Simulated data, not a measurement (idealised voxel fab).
The process module presented herein is designated voxel self aligned vias.
Square cells of 5 nm make up the cross-section cut, whose width is 275 nm.
When this document writes out a cross-section, it uses a grid of square cells and lists it as bands, beginning at the top and moving down, with a band standing for one or more rows of cells. Heights first: top, then bottom, in nm. Then materials, left to right, each with a width in nm. "throughout" on a single material: fills the band edge to edge. "blank": empty space. Heights are measured from 0, the level below which the as-received wafer is all one material; the lowest band has no bottom and continues downward, written as in "0..down". Per-row width for "30 to 40": begins at first number (top row of band), ends at second number (bottom row), increment between rows held constant. Where the words "nothing different" appear for a step, the cross-section shows no cell changed by that step; every cell remained as before. The list in "Sealed-off cavities" covers empty spaces of 8 cells or more that cannot reach the top through any open way, and it gives each as width x height at distance; the distance is from the left edge, and width, height and distance are in nm. Post-settings text on a step line: simulator's own remark regarding the step. "overlay nm", when on a step's line for a step with a mask, measures how far to the right of its planned place the mask lay; a negative measure means to the left. From here on the document is pairs. In a pair, the cross-section before one process step comes with the cross-section after it, and the latter goes no deeper than the lowest band that changed. What lies in between, the step and its settings, is written under the pair. A pair may be from a different run of this module on the same starting wafer than the pair above it, so it continues from that pair only where its entry headed "Before processing" says so.
# Before processing
    0..down: Si throughout
    Sealed-off cavities: none
# Section After Processing
    15..0: SiO2 throughout
    All layers under 0 are left as they were.
    Sealed-off cavities: none
Upper to lower cross-section via CONFORMAL_DEP [material SiO2] [thk nm 15]
Before processing: this step begins from the cross-section that the pair just above shows after its step.
# Section After Processing
    20..15: SiCN throughout
    All layers under 15 are left as they were.
    Sealed-off cavities: none
Upper to lower cross-section via CONFORMAL_DEP [material SiCN] [thk nm 5]
Before processing: this step begins from the cross-section that the pair just above shows after its step.
# Section After Processing
    40..20: lowk throughout
    All layers under 20 are left as they were.
    Sealed-off cavities: none
Upper to lower cross-section via DIRECTIONAL_DEP [material lowk] [thk nm 20]
Before processing: this step begins from the cross-section that the pair just above shows after its step.
# Section After Processing
    55..40: resist (95)  blank (25)  resist (35)  blank (25)  resist (95)
    All layers under 40 are left as they were.
    Sealed-off cavities: none
Upper to lower cross-section via PATTERN [tone open] [mask id LINES] [material resist] [width nm 25] [pitch nm 60] [thk nm 15] [overlay nm 0]
Before processing: this step begins from the cross-section that the pair just above shows after its step.
# Section After Processing
    55..40: resist (95)  blank (25)  resist (35)  blank (25)  resist (95)
    40..20: lowk (95)  blank (25)  lowk (35)  blank (25)  lowk (95)
    All layers under 20 are left as they were.
    Sealed-off cavities: none
Upper to lower cross-section via DIRECTIONAL_ETCH [etch materials lowk] [depth nm 20]
Before processing: this step begins from the cross-section that the pair just above shows after its step.
# Section After Processing
    40..20: lowk (95)  blank (25)  lowk (35)  blank (25)  lowk (95)
    All layers under 20 are left as they were.
    Sealed-off cavities: none
Upper to lower cross-section via STRIP [etch materials resist]
Before processing: this step begins from the cross-section that the pair just above shows after its step.
# Section After Processing
    45..40: TiN (100)  blank (15)  TiN (45)  blank (15)  TiN (100)
    40..25: lowk (95)  TiN (5)  blank (15)  TiN (5)  lowk (35)  TiN (5)  blank (15)  TiN (5)  lowk (95)
    25..20: lowk (95)  TiN (25)  lowk (35)  TiN (25)  lowk (95)
    All layers under 20 are left as they were.
    Sealed-off cavities: none
Upper to lower cross-section via CONFORMAL_DEP [material TiN] [thk nm 5]
Before processing: this step begins from the cross-section that the pair just above shows after its step.
# Section After Processing
    50..45: Ru throughout
    45..40: TiN (100)  Ru (15)  TiN (45)  Ru (15)  TiN (100)
    40..25: lowk (95)  TiN (5)  Ru (15)  TiN (5)  lowk (35)  TiN (5)  Ru (15)  TiN (5)  lowk (95)
    All layers under 25 are left as they were.
    Sealed-off cavities: none
Upper to lower cross-section via FILL_DEP [material Ru] [thk nm 5]
Before processing: this step begins from the cross-section that the pair just above shows after its step.
# Section After Processing
    40..25: lowk (95)  TiN (5)  Ru (15)  TiN (5)  lowk (35)  TiN (5)  Ru (15)  TiN (5)  lowk (95)
    All layers under 25 are left as they were.
    Sealed-off cavities: none
Upper to lower cross-section via CMP [height nm 40]
Before processing: this step begins from the cross-section that the pair just above shows after its step.
# Section After Processing
    40..30: lowk (95)  blank (25)  lowk (35)  blank (25)  lowk (95)
    All layers under 30 are left as they were.
    Sealed-off cavities: none
Upper to lower cross-section via SELECTIVE_ETCH [etch materials W Ru TiN] [depth nm 10]
Before processing: this step begins from the cross-section that the pair just above shows after its step.
# Section After Processing
    45..40: SiN throughout
    40..30: lowk (95)  SiN (25)  lowk (35)  SiN (25)  lowk (95)
    All layers under 30 are left as they were.
    Sealed-off cavities: none
Upper to lower cross-section via FILL_DEP [material SiN] [thk nm 5]
Before processing: this step begins from the cross-section that the pair just above shows after its step.
# Section After Processing
    40..30: lowk (95)  SiN (25)  lowk (35)  SiN (25)  lowk (95)
    All layers under 30 are left as they were.
    Sealed-off cavities: none
Upper to lower cross-section via CMP [height nm 40]
Before processing: this step begins from the cross-section that the pair just above shows after its step.
# Section After Processing
    55..40: lowk throughout
    All layers under 40 are left as they were.
    Sealed-off cavities: none
Upper to lower cross-section via DIRECTIONAL_DEP [material lowk] [thk nm 15]
Before processing: this step begins from the cross-section that the pair just above shows after its step.
# Section After Processing
    70..55: resist (90)  blank (35)  resist (25)  blank (35)  resist (90)
    All layers under 55 are left as they were.
    Sealed-off cavities: none
Upper to lower cross-section via PATTERN [tone open] [mask id VIAS] [material resist] [width nm 35] [pitch nm 60] [thk nm 15] [overlay nm 0]
Before processing: this step begins from the cross-section that the pair just above shows after its step.
# Section After Processing
    70..55: resist (90)  blank (35)  resist (25)  blank (35)  resist (90)
    55..40: lowk (90)  blank (35)  lowk (25)  blank (35)  lowk (90)
    All layers under 40 are left as they were.
    Sealed-off cavities: none
Upper to lower cross-section via DIRECTIONAL_ETCH [etch materials lowk] [depth nm 15]
Before processing: this step begins from the cross-section that the pair just above shows after its step.
# Section After Processing
    70..55: resist (90)  blank (35)  resist (25)  blank (35)  resist (90)
    55..40: lowk (90)  blank (35)  lowk (25)  blank (35)  lowk (90)
    40..30: lowk (95)  blank (25)  lowk (35)  blank (25)  lowk (95)
    All layers under 30 are left as they were.
    Sealed-off cavities: none
Upper to lower cross-section via DIRECTIONAL_ETCH [etch materials SiN] [depth nm 10]
Before processing: this step begins from the cross-section that the pair just above shows after its step.
# Section After Processing
    55..40: lowk (90)  blank (35)  lowk (25)  blank (35)  lowk (90)
    All layers under 40 are left as they were.
    Sealed-off cavities: none
Upper to lower cross-section via STRIP [etch materials resist]
Before processing: this step begins from the cross-section that the pair just above shows after its step.
# Section After Processing
    60..55: TiN (95)  blank (25)  TiN (35)  blank (25)  TiN (95)
    55..45: lowk (90)  TiN (5)  blank (25)  TiN (5)  lowk (25)  TiN (5)  blank (25)  TiN (5)  lowk (90)
    45..35: lowk (90 to 95)  TiN (10 to 5)  blank (15)  TiN (10 to 5)  lowk (25 to 35)  TiN (10 to 5)  blank (15)  TiN (10 to 5)  lowk (90 to 95)
    35..30: lowk (95)  TiN (25)  lowk (35)  TiN (25)  lowk (95)
    All layers under 30 are left as they were.
    Sealed-off cavities: none
Upper to lower cross-section via CONFORMAL_DEP [material TiN] [thk nm 5]
Before processing: this step begins from the cross-section that the pair just above shows after its step.
# Section After Processing
    70..60: Cu throughout
    60..55: TiN (95)  Cu (25)  TiN (35)  Cu (25)  TiN (95)
    55..45: lowk (90)  TiN (5)  Cu (25)  TiN (5)  lowk (25)  TiN (5)  Cu (25)  TiN (5)  lowk (90)
    45..35: lowk (90 to 95)  TiN (10 to 5)  Cu (15)  TiN (10 to 5)  lowk (25 to 35)  TiN (10 to 5)  Cu (15)  TiN (10 to 5)  lowk (90 to 95)
    All layers under 35 are left as they were.
    Sealed-off cavities: none
Upper to lower cross-section via FILL_DEP [material Cu] [thk nm 10]
Before processing: this step begins from the cross-section that the pair just above shows after its step.
# Section After Processing
    55..45: lowk (90)  TiN (5)  Cu (25)  TiN (5)  lowk (25)  TiN (5)  Cu (25)  TiN (5)  lowk (90)
    All layers under 45 are left as they were.
    Sealed-off cavities: none
Upper to lower cross-section via CMP [height nm 55]
Before processing: this step begins from the cross-section that the pair just above shows after its step.
# Section After Processing
    60..55: SiCN throughout
    All layers under 55 are left as they were.
    Sealed-off cavities: none
Upper to lower cross-section via CONFORMAL_DEP [material SiCN] [thk nm 5]
# Before processing
    70..60: Cu throughout
    60..55: TiN (95)  Cu (25)  TiN (35)  Cu (25)  TiN (95)
    55..45: lowk (90)  TiN (5)  Cu (25)  TiN (5)  lowk (25)  TiN (5)  Cu (25)  TiN (5)  lowk (90)
    45..35: lowk (90 to 95)  TiN (10 to 5)  Cu (15)  TiN (10 to 5)  lowk (25 to 35)  TiN (10 to 5)  Cu (15)  TiN (10 to 5)  lowk (90 to 95)
    35..30: lowk (95)  TiN (25)  lowk (35)  TiN (25)  lowk (95)
    30..25: lowk (95)  TiN (5)  Ru (15)  TiN (5)  lowk (35)  TiN (5)  Ru (15)  TiN (5)  lowk (95)
    25..20: lowk (95)  TiN (25)  lowk (35)  TiN (25)  lowk (95)
    20..15: SiCN throughout
    15..0: SiO2 throughout
    0..down: Si throughout
    Sealed-off cavities: none
# Section After Processing
    75..70: SiCN throughout
    All layers under 70 are left as they were.
    Sealed-off cavities: none
Upper to lower cross-section via CONFORMAL_DEP [material SiCN] [thk nm 5]
# Before processing
    70..55: resist (90)  blank (35)  resist (25)  blank (35)  resist (90)
    55..40: lowk (90)  blank (35)  lowk (25)  blank (35)  lowk (90)
    40..30: lowk (95)  SiN (25)  lowk (35)  SiN (25)  lowk (95)
    30..25: lowk (95)  TiN (5)  Ru (15)  TiN (5)  lowk (35)  TiN (5)  Ru (15)  TiN (5)  lowk (95)
    25..20: lowk (95)  TiN (25)  lowk (35)  TiN (25)  lowk (95)
    20..15: SiCN throughout
    15..0: SiO2 throughout
    0..down: Si throughout
    Sealed-off cavities: none
# Section After Processing
    70..55: resist (90)  blank (35)  resist (25)  blank (35)  resist (90)
    55..40: lowk (90)  blank (35)  lowk (25)  blank (35)  lowk (90)
    40..30: lowk (90)  blank (5)  SiN (25)  blank (5)  lowk (25)  blank (5)  SiN (25)  blank (5)  lowk (90)
    30..25: lowk (90)  blank (5)  TiN (5)  Ru (15)  TiN (5)  blank (5)  lowk (25)  blank (5)  TiN (5)  Ru (15)  TiN (5)  blank (5)  lowk (90)
    All layers under 25 are left as they were.
    Sealed-off cavities: none
Upper to lower cross-section via DIRECTIONAL_ETCH [etch materials lowk] [depth nm 15]
Before processing: this step begins from the cross-section that the pair just above shows after its step.
# Section After Processing
    70..55: resist (90)  blank (35)  resist (25)  blank (35)  resist (90)
    55..30: lowk (90)  blank (35)  lowk (25)  blank (35)  lowk (90)
    All layers under 30 are left as they were.
    Sealed-off cavities: none
Upper to lower cross-section via DIRECTIONAL_ETCH [etch materials SiN] [depth nm 10]
Before processing: this step begins from the cross-section that the pair just above shows after its step.
# Section After Processing
    55..30: lowk (90)  blank (35)  lowk (25)  blank (35)  lowk (90)
    All layers under 30 are left as they were.
    Sealed-off cavities: none
Upper to lower cross-section via STRIP [etch materials resist]
Before processing: this step begins from the cross-section that the pair just above shows after its step.
# Section After Processing
    60..55: TiN (95)  blank (25)  TiN (35)  blank (25)  TiN (95)
    55..35: lowk (90)  TiN (5)  blank (25)  TiN (5)  lowk (25)  TiN (5)  blank (25)  TiN (5)  lowk (90)
    35..30: lowk (90)  TiN (35)  lowk (25)  TiN (35)  lowk (90)
    30..25: lowk (90)  TiN (10)  Ru (15)  TiN (10)  lowk (25)  TiN (10)  Ru (15)  TiN (10)  lowk (90)
    All layers under 25 are left as they were.
    Sealed-off cavities: none
Upper to lower cross-section via CONFORMAL_DEP [material TiN] [thk nm 5]
Before processing: this step begins from the cross-section that the pair just above shows after its step.
# Section After Processing
    70..60: Cu throughout
    60..55: TiN (95)  Cu (25)  TiN (35)  Cu (25)  TiN (95)
    55..35: lowk (90)  TiN (5)  Cu (25)  TiN (5)  lowk (25)  TiN (5)  Cu (25)  TiN (5)  lowk (90)
    All layers under 35 are left as they were.
    Sealed-off cavities: none
Upper to lower cross-section via FILL_DEP [material Cu] [thk nm 10]
Before processing: this step begins from the cross-section that the pair just above shows after its step.
# Section After Processing
    55..35: lowk (90)  TiN (5)  Cu (25)  TiN (5)  lowk (25)  TiN (5)  Cu (25)  TiN (5)  lowk (90)
    All layers under 35 are left as they were.
    Sealed-off cavities: none
Upper to lower cross-section via CMP [height nm 55]
Before processing: this step begins from the cross-section that the pair just above shows after its step.
# Section After Processing
    60..55: SiCN throughout
    All layers under 55 are left as they were.
    Sealed-off cavities: none
Upper to lower cross-section via CONFORMAL_DEP [material SiCN] [thk nm 5]
# Before processing
    15..0: SiO2 throughout
    0..down: Si throughout
    Sealed-off cavities: none
# Section After Processing
    35..15: lowk throughout
    All layers under 15 are left as they were.
    Sealed-off cavities: none
Upper to lower cross-section via DIRECTIONAL_DEP [material lowk] [thk nm 20]
Before processing: this step begins from the cross-section that the pair just above shows after its step.
# Section After Processing
    40..35: SiCN throughout
    All layers under 35 are left as they were.
    Sealed-off cavities: none
Upper to lower cross-section via CONFORMAL_DEP [material SiCN] [thk nm 5]
Before processing: this step begins from the cross-section that the pair just above shows after its step.
# Section After Processing
    55..40: resist (95)  blank (25)  resist (35)  blank (25)  resist (95)
    All layers under 40 are left as they were.
    Sealed-off cavities: none
Upper to lower cross-section via PATTERN [tone open] [mask id LINES] [material resist] [width nm 25] [pitch nm 60] [thk nm 15] [overlay nm 0]
Before processing: this step begins from the cross-section that the pair just above shows after its step.
# Section After Processing
    40..35: SiCN throughout
    All layers under 35 are left as they were.
    Sealed-off cavities: none
Upper to lower cross-section via STRIP [etch materials resist]
Before processing: this step begins from the cross-section that the pair just above shows after its step.
# Section After Processing
    45..40: TiN throughout
    All layers under 40 are left as they were.
    Sealed-off cavities: none
Upper to lower cross-section via CONFORMAL_DEP [material TiN] [thk nm 5]
Before processing: this step begins from the cross-section that the pair just above shows after its step.
# Section After Processing
    50..45: Ru throughout
    All layers under 45 are left as they were.
    Sealed-off cavities: none
Upper to lower cross-section via FILL_DEP [material Ru] [thk nm 5]
Before processing: this step begins from the cross-section that the pair just above shows after its step.
# Section After Processing
    40..35: SiCN throughout
    All layers under 35 are left as they were.
    Sealed-off cavities: none
Upper to lower cross-section via CMP [height nm 40]
Before processing: this step begins from the cross-section that the pair just above shows after its step.
# Section After Processing
    45..40: SiN throughout
    All layers under 40 are left as they were.
    Sealed-off cavities: none
Upper to lower cross-section via FILL_DEP [material SiN] [thk nm 5]
Before processing: this step begins from the cross-section that the pair just above shows after its step.
# Section After Processing
    40..35: SiCN throughout
    All layers under 35 are left as they were.
    Sealed-off cavities: none
Upper to lower cross-section via CMP [height nm 40]
Before processing: this step begins from the cross-section that the pair just above shows after its step.
# Section After Processing
    55..40: lowk throughout
    All layers under 40 are left as they were.
    Sealed-off cavities: none
Upper to lower cross-section via DIRECTIONAL_DEP [material lowk] [thk nm 15]
Before processing: this step begins from the cross-section that the pair just above shows after its step.
# Section After Processing
    70..55: resist (90)  blank (35)  resist (25)  blank (35)  resist (90)
    All layers under 55 are left as they were.
    Sealed-off cavities: none
Upper to lower cross-section via PATTERN [tone open] [mask id VIAS] [material resist] [width nm 35] [pitch nm 60] [thk nm 15] [overlay nm 0]
Before processing: this step begins from the cross-section that the pair just above shows after its step.
# Section After Processing
    70..55: resist (90)  blank (35)  resist (25)  blank (35)  resist (90)
    55..40: lowk (90)  blank (35)  lowk (25)  blank (35)  lowk (90)
    All layers under 40 are left as they were.
    Sealed-off cavities: none
Upper to lower cross-section via DIRECTIONAL_ETCH [etch materials lowk] [depth nm 15]
Before processing: this step begins from the cross-section that the pair just above shows after its step.
# Section After Processing
    55..40: lowk (90)  blank (35)  lowk (25)  blank (35)  lowk (90)
    All layers under 40 are left as they were.
    Sealed-off cavities: none
Upper to lower cross-section via STRIP [etch materials resist]
Before processing: this step begins from the cross-section that the pair just above shows after its step.
# Section After Processing
    60..55: TiN (95)  blank (25)  TiN (35)  blank (25)  TiN (95)
    55..45: lowk (90)  TiN (5)  blank (25)  TiN (5)  lowk (25)  TiN (5)  blank (25)  TiN (5)  lowk (90)
    45..40: lowk (90)  TiN (35)  lowk (25)  TiN (35)  lowk (90)
    All layers under 40 are left as they were.
    Sealed-off cavities: none
Upper to lower cross-section via CONFORMAL_DEP [material TiN] [thk nm 5]
Before processing: this step begins from the cross-section that the pair just above shows after its step.
# Section After Processing
    70..60: Cu throughout
    60..55: TiN (95)  Cu (25)  TiN (35)  Cu (25)  TiN (95)
    55..45: lowk (90)  TiN (5)  Cu (25)  TiN (5)  lowk (25)  TiN (5)  Cu (25)  TiN (5)  lowk (90)
    All layers under 45 are left as they were.
    Sealed-off cavities: none
Upper to lower cross-section via FILL_DEP [material Cu] [thk nm 10]
Before processing: this step begins from the cross-section that the pair just above shows after its step.
# Section After Processing
    55..45: lowk (90)  TiN (5)  Cu (25)  TiN (5)  lowk (25)  TiN (5)  Cu (25)  TiN (5)  lowk (90)
    All layers under 45 are left as they were.
    Sealed-off cavities: none
Upper to lower cross-section via CMP [height nm 55]
Before processing: this step begins from the cross-section that the pair just above shows after its step.
# Section After Processing
    60..55: SiCN throughout
    All layers under 55 are left as they were.
    Sealed-off cavities: none
Upper to lower cross-section via CONFORMAL_DEP [material SiCN] [thk nm 5]
# Before processing
    0..down: Si throughout
    Sealed-off cavities: none
# Section After Processing
    10..0: SiO2 throughout
    All layers under 0 are left as they were.
    Sealed-off cavities: none
Upper to lower cross-section via CONFORMAL_DEP [material SiO2] [thk nm 10]
Before processing: this step begins from the cross-section that the pair just above shows after its step.
# Section After Processing
    15..10: SiCN throughout
    All layers under 10 are left as they were.
    Sealed-off cavities: none
Upper to lower cross-section via CONFORMAL_DEP [material SiCN] [thk nm 5]
Before processing: this step begins from the cross-section that the pair just above shows after its step.
# Section After Processing
    35..15: lowk throughout
    All layers under 15 are left as they were.
    Sealed-off cavities: none
Upper to lower cross-section via DIRECTIONAL_DEP [material lowk] [thk nm 20]
Before processing: this step begins from the cross-section that the pair just above shows after its step.
# Section After Processing
    50..35: resist (95)  blank (25)  resist (35)  blank (25)  resist (95)
    All layers under 35 are left as they were.
    Sealed-off cavities: none
Upper to lower cross-section via PATTERN [tone open] [mask id LINES] [material resist] [width nm 25] [pitch nm 60] [thk nm 15] [overlay nm 0]
Before processing: this step begins from the cross-section that the pair just above shows after its step.
# Section After Processing
    50..35: resist (95)  blank (25)  resist (35)  blank (25)  resist (95)
    35..15: lowk (95)  blank (25)  lowk (35)  blank (25)  lowk (95)
    All layers under 15 are left as they were.
    Sealed-off cavities: none
Upper to lower cross-section via DIRECTIONAL_ETCH [etch materials lowk] [depth nm 20]
Before processing: this step begins from the cross-section that the pair just above shows after its step.
# Section After Processing
    35..15: lowk (95)  blank (25)  lowk (35)  blank (25)  lowk (95)
    All layers under 15 are left as they were.
    Sealed-off cavities: none
Upper to lower cross-section via STRIP [etch materials resist]
Before processing: this step begins from the cross-section that the pair just above shows after its step.
# Section After Processing
    40..35: TiN (100)  blank (15)  TiN (45)  blank (15)  TiN (100)
    35..20: lowk (95)  TiN (5)  blank (15)  TiN (5)  lowk (35)  TiN (5)  blank (15)  TiN (5)  lowk (95)
    20..15: lowk (95)  TiN (25)  lowk (35)  TiN (25)  lowk (95)
    All layers under 15 are left as they were.
    Sealed-off cavities: none
Upper to lower cross-section via CONFORMAL_DEP [material TiN] [thk nm 5]
Before processing: this step begins from the cross-section that the pair just above shows after its step.
# Section After Processing
    45..40: Ru throughout
    40..35: TiN (100)  Ru (15)  TiN (45)  Ru (15)  TiN (100)
    35..20: lowk (95)  TiN (5)  Ru (15)  TiN (5)  lowk (35)  TiN (5)  Ru (15)  TiN (5)  lowk (95)
    All layers under 20 are left as they were.
    Sealed-off cavities: none
Upper to lower cross-section via FILL_DEP [material Ru] [thk nm 5]
Before processing: this step begins from the cross-section that the pair just above shows after its step.
# Section After Processing
    40..35: TiN (100)  Ru (15)  TiN (45)  Ru (15)  TiN (100)
    All layers under 35 are left as they were.
    Sealed-off cavities: none
Upper to lower cross-section via CMP [height nm 40]
Before processing: this step begins from the cross-section that the pair just above shows after its step.
# Section After Processing
    35..30: lowk (95)  blank (25)  lowk (35)  blank (25)  lowk (95)
    All layers under 30 are left as they were.
    Sealed-off cavities: none
Upper to lower cross-section via SELECTIVE_ETCH [etch materials W Ru TiN] [depth nm 10]
Before processing: this step begins from the cross-section that the pair just above shows after its step.
# Section After Processing
    40..35: SiN throughout
    35..30: lowk (95)  SiN (25)  lowk (35)  SiN (25)  lowk (95)
    All layers under 30 are left as they were.
    Sealed-off cavities: none
Upper to lower cross-section via FILL_DEP [material SiN] [thk nm 5]
Before processing: this step begins from the cross-section that the pair just above shows after its step.
# Section After Processing
    55..40: lowk throughout
    All layers under 40 are left as they were.
    Sealed-off cavities: none
Upper to lower cross-section via DIRECTIONAL_DEP [material lowk] [thk nm 15]
Before processing: this step begins from the cross-section that the pair just above shows after its step.
# Section After Processing
    70..55: resist (90)  blank (35)  resist (25)  blank (35)  resist (90)
    All layers under 55 are left as they were.
    Sealed-off cavities: none
Upper to lower cross-section via PATTERN [tone open] [mask id VIAS] [material resist] [width nm 35] [pitch nm 60] [thk nm 15] [overlay nm 0]
Before processing: this step begins from the cross-section that the pair just above shows after its step.
# Section After Processing
    70..55: resist (90)  blank (35)  resist (25)  blank (35)  resist (90)
    55..40: lowk (90)  blank (35)  lowk (25)  blank (35)  lowk (90)
    All layers under 40 are left as they were.
    Sealed-off cavities: none
Upper to lower cross-section via DIRECTIONAL_ETCH [etch materials lowk] [depth nm 15]
Before processing: this step begins from the cross-section that the pair just above shows after its step.
# Section After Processing
    70..55: resist (90)  blank (35)  resist (25)  blank (35)  resist (90)
    55..40: lowk (90)  blank (35)  lowk (25)  blank (35)  lowk (90)
    40..35: SiN (90)  blank (35)  SiN (25)  blank (35)  SiN (90)
    35..30: lowk (95)  blank (25)  lowk (35)  blank (25)  lowk (95)
    All layers under 30 are left as they were.
    Sealed-off cavities: none
Upper to lower cross-section via DIRECTIONAL_ETCH [etch materials SiN] [depth nm 10]
Before processing: this step begins from the cross-section that the pair just above shows after its step.
# Section After Processing
    55..40: lowk (90)  blank (35)  lowk (25)  blank (35)  lowk (90)
    All layers under 40 are left as they were.
    Sealed-off cavities: none
Upper to lower cross-section via STRIP [etch materials resist]
Before processing: this step begins from the cross-section that the pair just above shows after its step.
# Section After Processing
    60..55: TiN (95)  blank (25)  TiN (35)  blank (25)  TiN (95)
    55..40: lowk (90)  TiN (5)  blank (25)  TiN (5)  lowk (25)  TiN (5)  blank (25)  TiN (5)  lowk (90)
    40..35: SiN (90)  TiN (10)  blank (15)  TiN (10)  SiN (25)  TiN (10)  blank (15)  TiN (10)  SiN (90)
    35..30: lowk (95)  TiN (25)  lowk (35)  TiN (25)  lowk (95)
    All layers under 30 are left as they were.
    Sealed-off cavities: none
Upper to lower cross-section via CONFORMAL_DEP [material TiN] [thk nm 5]
Before processing: this step begins from the cross-section that the pair just above shows after its step.
# Section After Processing
    70..60: Cu throughout
    60..55: TiN (95)  Cu (25)  TiN (35)  Cu (25)  TiN (95)
    55..40: lowk (90)  TiN (5)  Cu (25)  TiN (5)  lowk (25)  TiN (5)  Cu (25)  TiN (5)  lowk (90)
    40..35: SiN (90)  TiN (10)  Cu (15)  TiN (10)  SiN (25)  TiN (10)  Cu (15)  TiN (10)  SiN (90)
    All layers under 35 are left as they were.
    Sealed-off cavities: none
Upper to lower cross-section via FILL_DEP [material Cu] [thk nm 10]
Before processing: this step begins from the cross-section that the pair just above shows after its step.
# Section After Processing
    55..40: lowk (90)  TiN (5)  Cu (25)  TiN (5)  lowk (25)  TiN (5)  Cu (25)  TiN (5)  lowk (90)
    All layers under 40 are left as they were.
    Sealed-off cavities: none
Upper to lower cross-section via CMP [height nm 55]
Before processing: this step begins from the cross-section that the pair just above shows after its step.
# Section After Processing
    60..55: SiCN throughout
    All layers under 55 are left as they were.
    Sealed-off cavities: none
Upper to lower cross-section via CONFORMAL_DEP [material SiCN] [thk nm 5]
# Before processing
    40..20: lowk throughout
    20..15: SiCN throughout
    15..0: SiO2 throughout
    0..down: Si throughout
    Sealed-off cavities: none
# Section After Processing
    55..40: resist (95)  blank (30)  resist (30)  blank (30)  resist (90)
    All layers under 40 are left as they were.
    Sealed-off cavities: none
Upper to lower cross-section via PATTERN [tone open] [mask id LINES] [material resist] [width nm 30] [pitch nm 60] [thk nm 15] [overlay nm 0]
Before processing: this step begins from the cross-section that the pair just above shows after its step.
# Section After Processing
    55..40: resist (95)  blank (30)  resist (30)  blank (30)  resist (90)
    40..20: lowk (95)  blank (30)  lowk (30)  blank (30)  lowk (90)
    All layers under 20 are left as they were.
    Sealed-off cavities: none
Upper to lower cross-section via DIRECTIONAL_ETCH [etch materials lowk] [depth nm 20]
Before processing: this step begins from the cross-section that the pair just above shows after its step.
# Section After Processing
    40..20: lowk (95)  blank (30)  lowk (30)  blank (30)  lowk (90)
    All layers under 20 are left as they were.
    Sealed-off cavities: none
Upper to lower cross-section via STRIP [etch materials resist]
Before processing: this step begins from the cross-section that the pair just above shows after its step.
# Section After Processing
    45..40: TiN (100)  blank (20)  TiN (40)  blank (20)  TiN (95)
    40..25: lowk (95)  TiN (5)  blank (20)  TiN (5)  lowk (30)  TiN (5)  blank (20)  TiN (5)  lowk (90)
    25..20: lowk (95)  TiN (30)  lowk (30)  TiN (30)  lowk (90)
    All layers under 20 are left as they were.
    Sealed-off cavities: none
Upper to lower cross-section via CONFORMAL_DEP [material TiN] [thk nm 5]
Before processing: this step begins from the cross-section that the pair just above shows after its step.
# Section After Processing
    50..45: Ru throughout
    45..40: TiN (100)  Ru (20)  TiN (40)  Ru (20)  TiN (95)
    40..25: lowk (95)  TiN (5)  Ru (20)  TiN (5)  lowk (30)  TiN (5)  Ru (20)  TiN (5)  lowk (90)
    All layers under 25 are left as they were.
    Sealed-off cavities: none
Upper to lower cross-section via FILL_DEP [material Ru] [thk nm 5]
Before processing: this step begins from the cross-section that the pair just above shows after its step.
# Section After Processing
    40..25: lowk (95)  TiN (5)  Ru (20)  TiN (5)  lowk (30)  TiN (5)  Ru (20)  TiN (5)  lowk (90)
    All layers under 25 are left as they were.
    Sealed-off cavities: none
Upper to lower cross-section via CMP [height nm 40]
Before processing: this step begins from the cross-section that the pair just above shows after its step.
# Section After Processing
    40..30: lowk (95)  blank (30)  lowk (30)  blank (30)  lowk (90)
    All layers under 30 are left as they were.
    Sealed-off cavities: none
Upper to lower cross-section via SELECTIVE_ETCH [etch materials W Ru TiN] [depth nm 10]
Before processing: this step begins from the cross-section that the pair just above shows after its step.
# Section After Processing
    45..40: SiN throughout
    40..30: lowk (95)  SiN (30)  lowk (30)  SiN (30)  lowk (90)
    All layers under 30 are left as they were.
    Sealed-off cavities: none
Upper to lower cross-section via FILL_DEP [material SiN] [thk nm 5]
Before processing: this step begins from the cross-section that the pair just above shows after its step.
# Section After Processing
    40..30: lowk (95)  SiN (30)  lowk (30)  SiN (30)  lowk (90)
    All layers under 30 are left as they were.
    Sealed-off cavities: none
Upper to lower cross-section via CMP [height nm 40]
Before processing: this step begins from the cross-section that the pair just above shows after its step.
# Section After Processing
    55..40: lowk throughout
    All layers under 40 are left as they were.
    Sealed-off cavities: none
Upper to lower cross-section via DIRECTIONAL_DEP [material lowk] [thk nm 15]
Before processing: this step begins from the cross-section that the pair just above shows after its step.
# Section After Processing
    70..55: resist (90)  blank (35)  resist (25)  blank (35)  resist (90)
    All layers under 55 are left as they were.
    Sealed-off cavities: none
Upper to lower cross-section via PATTERN [tone open] [mask id VIAS] [material resist] [width nm 35] [pitch nm 60] [thk nm 15] [overlay nm 0]
Before processing: this step begins from the cross-section that the pair just above shows after its step.
# Section After Processing
    70..55: resist (90)  blank (35)  resist (25)  blank (35)  resist (90)
    55..40: lowk (90)  blank (35)  lowk (25)  blank (35)  lowk (90)
    All layers under 40 are left as they were.
    Sealed-off cavities: none
Upper to lower cross-section via DIRECTIONAL_ETCH [etch materials lowk] [depth nm 15]
Before processing: this step begins from the cross-section that the pair just above shows after its step.
# Section After Processing
    70..55: resist (90)  blank (35)  resist (25)  blank (35)  resist (90)
    55..40: lowk (90)  blank (35)  lowk (25)  blank (35)  lowk (90)
    40..30: lowk (95)  blank (30)  lowk (30)  blank (30)  lowk (90)
    All layers under 30 are left as they were.
    Sealed-off cavities: none
Upper to lower cross-section via DIRECTIONAL_ETCH [etch materials SiN] [depth nm 10]
Before processing: this step begins from the cross-section that the pair just above shows after its step.
# Section After Processing
    55..40: lowk (90)  blank (35)  lowk (25)  blank (35)  lowk (90)
    All layers under 40 are left as they were.
    Sealed-off cavities: none
Upper to lower cross-section via STRIP [etch materials resist]
Before processing: this step begins from the cross-section that the pair just above shows after its step.
# Section After Processing
    60..55: TiN (95)  blank (25)  TiN (35)  blank (25)  TiN (95)
    55..45: lowk (90)  TiN (5)  blank (25)  TiN (5)  lowk (25)  TiN (5)  blank (25)  TiN (5)  lowk (90)
    45..35: lowk (90 to 95)  TiN (10 to 5)  blank (20)  TiN (5)  lowk (25 to 30)  TiN (10 to 5)  blank (20)  TiN (5)  lowk (90)
    35..30: lowk (95)  TiN (30)  lowk (30)  TiN (30)  lowk (90)
    All layers under 30 are left as they were.
    Sealed-off cavities: none
Upper to lower cross-section via CONFORMAL_DEP [material TiN] [thk nm 5]
Before processing: this step begins from the cross-section that the pair just above shows after its step.
# Section After Processing
    70..60: Cu throughout
    60..55: TiN (95)  Cu (25)  TiN (35)  Cu (25)  TiN (95)
    55..45: lowk (90)  TiN (5)  Cu (25)  TiN (5)  lowk (25)  TiN (5)  Cu (25)  TiN (5)  lowk (90)
    45..35: lowk (90 to 95)  TiN (10 to 5)  Cu (20)  TiN (5)  lowk (25 to 30)  TiN (10 to 5)  Cu (20)  TiN (5)  lowk (90)
    All layers under 35 are left as they were.
    Sealed-off cavities: none
Upper to lower cross-section via FILL_DEP [material Cu] [thk nm 10]
Before processing: this step begins from the cross-section that the pair just above shows after its step.
# Section After Processing
    55..45: lowk (90)  TiN (5)  Cu (25)  TiN (5)  lowk (25)  TiN (5)  Cu (25)  TiN (5)  lowk (90)
    All layers under 45 are left as they were.
    Sealed-off cavities: none
Upper to lower cross-section via CMP [height nm 55]
